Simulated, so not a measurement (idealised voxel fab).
process module | voxel fin reveal
cross-section cut | 300 nm wide | cells 5 nm
A cross-section is a grid of square cells, given in bands from the top down. A band is one or more rows of cells.
Each band's line starts with the height of the band's top and of its bottom, in nm. Then come its materials from left to right, each with its width in nm. One material with "throughout" fills the band from edge to edge. "air" is empty space.
Height 0 is the level under which the wafer as received is all one material. The lowest band goes on downwards, as in "0 down".
A width such as "30 to 40" changes by the same amount from each row of cells to the next, from the band's top row to its bottom row.
"no change" after a step means that no cell of the cross-section changed.
closed voids: empty space of 8 cells or more with no open way to the top, each as width x height at its distance from the left edge, in nm
after a step's settings: what the simulator itself notes on the step
overlay nm, on a step with a mask: how far to the right of its planned place the mask lay; to the left if negative
plan
1 op RECEIVE | material Si
2 op CONFORMAL_DEP | material SiN | thk nm 10
3 op MASKED_ETCH | tone cover | mask id FINS | width nm 15 | pitch nm 35 | etch materials SiN | depth nm 10 | overlay nm 0
4 op MASKED_ETCH | tone cover | mask id FINS | width nm 15 | pitch nm 35 | etch materials Si | depth nm 30 | overlay nm 0
5 op OXIDIZE | depth nm 5
6 op FILL_DEP | material SiO2 | thk nm 10
7 op CMP | height nm 10
8 op SELECTIVE_ETCH | etch materials SiO2 | depth nm 25
9 op STRIP | etch materials SiN
first wafer, as planned
as received, after step 1
  0 down: Si throughout
  closed voids: none
after step 2
  10 to 0: SiN throughout
  below 0: unchanged
after step 3
  10 to 0: air 90 | SiN 15 | air 20 | SiN 15 | air 20 | SiN 15 | air 20 | SiN 15 | air 90
  below 0: unchanged
after step 4
  10 to 0: air 90 | SiN 15 | air 20 | SiN 15 | air 20 | SiN 15 | air 20 | SiN 15 | air 90
  0 to -30: air 90 | Si 15 | air 20 | Si 15 | air 20 | Si 15 | air 20 | Si 15 | air 90
  below -30: unchanged
after step 5
  10 to 0: air 90 | SiN 15 | air 20 | SiN 15 | air 20 | SiN 15 | air 20 | SiN 15 | air 90
  0 to -30: air 90 | SiO2 5 | Si 5 | SiO2 5 | air 20 | SiO2 5 | Si 5 | SiO2 5 | air 20 | SiO2 5 | Si 5 | SiO2 5 | air 20 | SiO2 5 | Si 5 | SiO2 5 | air 90
  -30 to -35: SiO2 95 | Si 5 | SiO2 30 | Si 5 | SiO2 30 | Si 5 | SiO2 30 | Si 5 | SiO2 95
  below -35: unchanged
after step 6
  20 to 10: SiO2 throughout
  10 to 0: SiO2 90 | SiN 15 | SiO2 20 | SiN 15 | SiO2 20 | SiN 15 | SiO2 20 | SiN 15 | SiO2 90
  0 to -35: SiO2 95 | Si 5 | SiO2 30 | Si 5 | SiO2 30 | Si 5 | SiO2 30 | Si 5 | SiO2 95
  below -35: unchanged
after step 7
  10 to 0: SiO2 90 | SiN 15 | SiO2 20 | SiN 15 | SiO2 20 | SiN 15 | SiO2 20 | SiN 15 | SiO2 90
  below 0: unchanged
after step 8
  10 to 0: air 90 | SiN 15 | air 20 | SiN 15 | air 20 | SiN 15 | air 20 | SiN 15 | air 90
  0 to -15: air 95 | Si 5 | air 30 | Si 5 | air 30 | Si 5 | air 30 | Si 5 | air 95
  below -15: unchanged
after step 9
  0 to -15: air 95 | Si 5 | air 30 | Si 5 | air 30 | Si 5 | air 30 | Si 5 | air 95
  below -15: unchanged
second wafer: like start, like plan, one mistake. Through step 2 it matches the first wafer
when step 3 should have ended
  10 to 0: SiN 90 | air 15 | SiN 20 | air 15 | SiN 20 | air 15 | SiN 20 | air 15 | SiN 90
  below 0: unchanged
when step 4 should have ended: no change
when step 5 should have ended
  10 to 0: SiN 90 | air 15 | SiN 20 | air 15 | SiN 20 | air 15 | SiN 20 | air 15 | SiN 90
  0 to -5: Si 85 | SiO2 25 | Si 10 | SiO2 25 | Si 10 | SiO2 25 | Si 10 | SiO2 25 | Si 85
  below -5: unchanged
when step 6 should have ended
  20 to 10: SiO2 throughout
  10 to 0: SiN 90 | SiO2 15 | SiN 20 | SiO2 15 | SiN 20 | SiO2 15 | SiN 20 | SiO2 15 | SiN 90
  below 0: unchanged
when step 7 should have ended
  10 to 0: SiN 90 | SiO2 15 | SiN 20 | SiO2 15 | SiN 20 | SiO2 15 | SiN 20 | SiO2 15 | SiN 90
  below 0: unchanged
when step 8 should have ended
  10 to 0: SiN 90 | air 15 | SiN 20 | air 15 | SiN 20 | air 15 | SiN 20 | air 15 | SiN 90
  0 to -5: Si 85 | air 25 | Si 10 | air 25 | Si 10 | air 25 | Si 10 | air 25 | Si 85
  below -5: unchanged
when step 9 should have ended
  0 to -5: Si 85 | air 25 | Si 10 | air 25 | Si 10 | air 25 | Si 10 | air 25 | Si 85
  below -5: unchanged
what went wrong: step 3 ran as: op MASKED_ETCH | tone open | mask id FINS | width nm 15 | pitch nm 35 | etch materials SiN | depth nm 10 | overlay nm 0
at the end the second wafer has, in cells: 372 more of Si | 224 fewer of SiO2
